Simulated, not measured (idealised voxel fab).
process module | voxel transistor to metal
cross-section cut | 280 nm wide | cells 5 nm
A cross-section is a grid of square cells, given in bands from the top down. A band is one or more rows of cells.
Each band's line starts with the height of the band's top and of its bottom, in nm. Then come its materials from left to right, each with its width in nm. One material with "throughout" fills the band from edge to edge. "air" is empty space.
Height 0 is the level under which the wafer as received is all one material. The lowest band goes on downwards, as in "0 down".
A width such as "30 to 40" changes by the same amount from each row of cells to the next, from the band's top row to its bottom row.
"no change" after a step means that no cell of the cross-section changed.
closed voids: empty space of 8 cells or more with no open way to the top, each as width x height at its distance from the left edge, in nm
after a step's settings: what the simulator itself notes on the step
overlay nm, on a step with a mask: how far to the right of its planned place the mask lay; to the left if negative
plan
1 op RECEIVE | material Si
2 op OXIDIZE | depth nm 5
3 op CONFORMAL_DEP | material SiN | thk nm 10
4 op PATTERN | tone cover | mask id ACTIVE | material resist | width nm 105 | pitch nm 125 | thk nm 15 | overlay nm 0
5 op DIRECTIONAL_ETCH | etch materials SiN | depth nm 10
6 op DIRECTIONAL_ETCH | etch materials SiO2 | depth nm 5
7 op DIRECTIONAL_ETCH | etch materials Si | depth nm 30
8 op STRIP | etch materials resist
9 op OXIDIZE | depth nm 5
10 op FILL_DEP | material SiO2 | thk nm 15
11 op CMP | height nm 10
12 op SELECTIVE_ETCH | etch materials SiO2 | depth nm 5
13 op STRIP | etch materials SiN
14 op SELECTIVE_ETCH | etch materials SiO2 | depth nm 5
15 op OXIDIZE | depth nm 5
16 op DIRECTIONAL_DEP | material polySi | thk nm 20
17 op DIRECTIONAL_DEP | material SiCN | thk nm 15
18 op DIRECTIONAL_DEP | material aC | thk nm 15
19 op PATTERN | tone cover | mask id GATE | material resist | width nm 15 | pitch nm 125 | thk nm 30 | overlay nm 0
20 op DIRECTIONAL_ETCH | etch materials aC | depth nm 15
21 op STRIP | etch materials resist
22 op DIRECTIONAL_ETCH | etch materials SiCN | depth nm 25
23 op DIRECTIONAL_ETCH | etch materials polySi | depth nm 30
24 op STRIP | etch materials aC
25 op CONFORMAL_DEP | material SiO2 | thk nm 5
26 op DIRECTIONAL_ETCH | etch materials SiO2 | depth nm 5
27 op CONFORMAL_DEP | material SiN | thk nm 5
28 op DIRECTIONAL_ETCH | etch materials SiN | depth nm 5
29 op DIRECTIONAL_ETCH | etch materials SiO2 | depth nm 5
30 op DIRECTIONAL_ETCH | etch materials Si | depth nm 10
31 op EPI | material pSi | thk nm 15
32 op FILL_DEP | material SiO2 | thk nm 5
33 op CMP | height nm 30
34 op DIRECTIONAL_DEP | material SiO2 | thk nm 10
35 op MASKED_ETCH | tone open | mask id CONTACT | width nm 35 | etch materials SiO2 | depth nm 45 | overlay nm 0
36 op CONFORMAL_DEP | material TiN | thk nm 5
37 op FILL_DEP | material Ru | thk nm 10
38 op CMP | height nm 40
39 op DIRECTIONAL_DEP | material TiN | thk nm 5
40 op DIRECTIONAL_DEP | material W | thk nm 20
41 op MASKED_ETCH | tone cover | mask id METAL_1 | width nm 20 | etch materials W | depth nm 20 | overlay nm 0
42 op MASKED_ETCH | tone cover | mask id METAL_1 | width nm 20 | etch materials TiN | depth nm 5 | overlay nm 0
43 op FILL_DEP | material lowk | thk nm 5
44 op CMP | height nm 55
45 op CONFORMAL_DEP | material SiN | thk nm 5
varied across the wafers: height nm of step 44. The plan shows the first wafer's value. All wafers start alike
first wafer as received, after step 1
  0 down: Si throughout
  closed voids: none
first wafer at the end, after step 45
  60 to 55: SiN throughout
  55 to 45: lowk 30 | W 20 | lowk 55 | W 20 | lowk 30 | W 20 | lowk 55 | W 20 | lowk 30
  45 to 40: lowk 30 | TiN 20 | lowk 55 | TiN 20 | lowk 30 | TiN 20 | lowk 55 | TiN 20 | lowk 30
  40 to 30: SiO2 30 | TiN 5 | Ru 25 to 20 | TiN 5 to 10 | SiO2 25 | TiN 5 to 10 | Ru 25 to 20 | TiN 5 | SiO2 30 | TiN 5 | Ru 25 to 20 | TiN 5 to 10 | SiO2 25 | TiN 5 to 10 | Ru 25 to 20 | TiN 5 | SiO2 30
  30 to 15: SiO2 30 | TiN 5 | Ru 20 | TiN 5 | SiN 5 | SiO2 5 | SiCN 15 | SiO2 5 | SiN 5 | TiN 5 | Ru 20 | TiN 5 | SiO2 30 | TiN 5 | Ru 20 | TiN 5 | SiN 5 | SiO2 5 | SiCN 15 | SiO2 5 | SiN 5 | TiN 5 | Ru 20 | TiN 5 | SiO2 30
  15 to 5: SiO2 30 | TiN 5 | Ru 20 to 5 | TiN 5 to 20 | SiN 5 | SiO2 5 | polySi 15 | SiO2 5 | SiN 5 | TiN 5 to 20 | Ru 20 to 5 | TiN 5 | SiO2 30 | TiN 5 | Ru 20 to 5 | TiN 5 to 20 | SiN 5 | SiO2 5 | polySi 15 | SiO2 5 | SiN 5 | TiN 5 to 20 | Ru 20 to 5 | TiN 5 | SiO2 30
  5 to 0: SiO2 30 | TiN 5 | Ru 5 | TiN 5 | pSi 15 | SiN 5 | SiO2 5 | polySi 15 | SiO2 5 | SiN 5 | pSi 15 | TiN 5 | Ru 5 | TiN 5 | SiO2 30 | TiN 5 | Ru 5 | TiN 5 | pSi 15 | SiN 5 | SiO2 5 | polySi 15 | SiO2 5 | SiN 5 | pSi 15 | TiN 5 | Ru 5 | TiN 5 | SiO2 30
  0 to -5: SiO2 25 | SiN 5 | TiN 15 | pSi 15 | SiN 5 | SiO2 5 | polySi 15 | SiO2 5 | SiN 5 | pSi 15 | TiN 15 | SiN 5 | SiO2 20 | SiN 5 | TiN 15 | pSi 15 | SiN 5 | SiO2 5 | polySi 15 | SiO2 5 | SiN 5 | pSi 15 | TiN 15 | SiN 5 | SiO2 25
  -5 to -10: SiO2 30 | pSi 30 | SiO2 35 | pSi 30 | SiO2 30 | pSi 30 | SiO2 35 | pSi 30 | SiO2 30
  -10 to -20: SiO2 30 | pSi 30 | Si 35 | pSi 30 | SiO2 30 | pSi 30 | Si 35 | pSi 30 | SiO2 30
  -20 to -40: SiO2 30 | Si 95 | SiO2 30 | Si 95 | SiO2 30
  -40 down: Si throughout
  closed voids: none
last wafer at the end
  75 to 70: SiN throughout
  70 to 65: lowk throughout
  65 to 45: lowk 30 | W 20 | lowk 55 | W 20 | lowk 30 | W 20 | lowk 55 | W 20 | lowk 30
  45 to 40: lowk 30 | TiN 20 | lowk 55 | TiN 20 | lowk 30 | TiN 20 | lowk 55 | TiN 20 | lowk 30
  40 to 30: SiO2 30 | TiN 5 | Ru 25 to 20 | TiN 5 to 10 | SiO2 25 | TiN 5 to 10 | Ru 25 to 20 | TiN 5 | SiO2 30 | TiN 5 | Ru 25 to 20 | TiN 5 to 10 | SiO2 25 | TiN 5 to 10 | Ru 25 to 20 | TiN 5 | SiO2 30
  30 to 15: SiO2 30 | TiN 5 | Ru 20 | TiN 5 | SiN 5 | SiO2 5 | SiCN 15 | SiO2 5 | SiN 5 | TiN 5 | Ru 20 | TiN 5 | SiO2 30 | TiN 5 | Ru 20 | TiN 5 | SiN 5 | SiO2 5 | SiCN 15 | SiO2 5 | SiN 5 | TiN 5 | Ru 20 | TiN 5 | SiO2 30
  15 to 5: SiO2 30 | TiN 5 | Ru 20 to 5 | TiN 5 to 20 | SiN 5 | SiO2 5 | polySi 15 | SiO2 5 | SiN 5 | TiN 5 to 20 | Ru 20 to 5 | TiN 5 | SiO2 30 | TiN 5 | Ru 20 to 5 | TiN 5 to 20 | SiN 5 | SiO2 5 | polySi 15 | SiO2 5 | SiN 5 | TiN 5 to 20 | Ru 20 to 5 | TiN 5 | SiO2 30
  5 to 0: SiO2 30 | TiN 5 | Ru 5 | TiN 5 | pSi 15 | SiN 5 | SiO2 5 | polySi 15 | SiO2 5 | SiN 5 | pSi 15 | TiN 5 | Ru 5 | TiN 5 | SiO2 30 | TiN 5 | Ru 5 | TiN 5 | pSi 15 | SiN 5 | SiO2 5 | polySi 15 | SiO2 5 | SiN 5 | pSi 15 | TiN 5 | Ru 5 | TiN 5 | SiO2 30
  0 to -5: SiO2 25 | SiN 5 | TiN 15 | pSi 15 | SiN 5 | SiO2 5 | polySi 15 | SiO2 5 | SiN 5 | pSi 15 | TiN 15 | SiN 5 | SiO2 20 | SiN 5 | TiN 15 | pSi 15 | SiN 5 | SiO2 5 | polySi 15 | SiO2 5 | SiN 5 | pSi 15 | TiN 15 | SiN 5 | SiO2 25
  -5 to -10: SiO2 30 | pSi 30 | SiO2 35 | pSi 30 | SiO2 30 | pSi 30 | SiO2 35 | pSi 30 | SiO2 30
  -10 to -20: SiO2 30 | pSi 30 | Si 35 | pSi 30 | SiO2 30 | pSi 30 | Si 35 | pSi 30 | SiO2 30
  -20 to -40: SiO2 30 | Si 95 | SiO2 30 | Si 95 | SiO2 30
  -40 down: Si throughout
  closed voids: none
each wafer at the end: cells of each material gained (+) or lost (-) since it was received, then its closed voids
height nm 55 | +108 Ru | -268 Si | +18 SiCN | +88 SiN | +346 SiO2 | +108 TiN | +32 W | +120 lowk | +96 pSi | +24 polySi | closed voids: none
height nm 60 | +108 Ru | -268 Si | +18 SiCN | +88 SiN | +346 SiO2 | +108 TiN | +48 W | +160 lowk | +96 pSi | +24 polySi | closed voids: none
height nm 65 | +108 Ru | -268 Si | +18 SiCN | +88 SiN | +346 SiO2 | +108 TiN | +64 W | +200 lowk | +96 pSi | +24 polySi | closed voids: none
height nm 70 | +108 Ru | -268 Si | +18 SiCN | +88 SiN | +346 SiO2 | +108 TiN | +64 W | +256 lowk | +96 pSi | +24 polySi | closed voids: none
